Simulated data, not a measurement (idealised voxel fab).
The name of this process module is voxel tone inversion.
The figure presents cross-section cut, which has a width of 180 nm and is divided into square cells with an edge length of 5 nm.
Notation: cross-section as square-cell grid; stated in bands, top first, going down; one or more cell rows per band. The band entry comprises the height of the band's top followed by the height of its bottom, expressed in nm, and subsequently the band's materials from left to right, each stated together with its width in nm. Where a single material is marked with the word "throughout", that material fills the band from edge to edge. The word "empty" represents empty space. Beneath 0, the wafer as received is one material, and that level is where height counting begins. The lowest band goes on downward without a bottom; it is written like "0 and below". Read "30->40" as a graded width: first number on top, second number at the bottom, same change between each pair of neighbouring rows. Step note "remained unchanged" = no cross-section cell changed. In the "Closed void roster" entry, you get each enclosed empty space of 8 cells or more, one with no open way to the top, written width x height at distance, distance from the left edge, in nm. Text after the settings on a step's line: the simulator's own remark on that step. overlay nm, on a step with a mask: how far to the right of its planned place the mask lay; to the left if negative.

[This section lists the process steps that were planned]
step 1: RECEIVE [material Si]
step 2: CONFORMAL_DEP [material SiN] [thk nm 5]
step 3: DIRECTIONAL_DEP [material aC] [thk nm 15]
step 4: PATTERN [tone cover] [mask id POSTS] [material resist] [width nm 15] [pitch nm 40] [thk nm 20] [overlay nm 0]
step 5: DIRECTIONAL_ETCH [etch materials aC] [depth nm 15]
step 6: STRIP [etch materials resist]
step 7: FILL_DEP [material SiO2] [thk nm 5]
step 8: CMP [height nm 20]
step 9: STRIP [etch materials aC]
It is noted that the wafers described herein are identical at the outset and are distinguished by the depth nm of step 5; the value stated in the plan corresponds to the first wafer.

[Cross-section of the first of several wafers on receipt, reflecting completion of step 1]
> 0 and below  Si throughout
> Closed void roster: none

[Tabulated below, wafer by wafer, are the end-of-module results: for each material, the number of cells gained (+) or lost (-) relative to the as-received state, followed by the closed voids]
depth nm 15; +36 SiN; +81 SiO2; Closed void roster: none
depth nm 20; +36 SiN; +81 SiO2; Closed void roster: none
depth nm 25; +36 SiN; +90 SiO2; +18 aC; Closed void roster: none
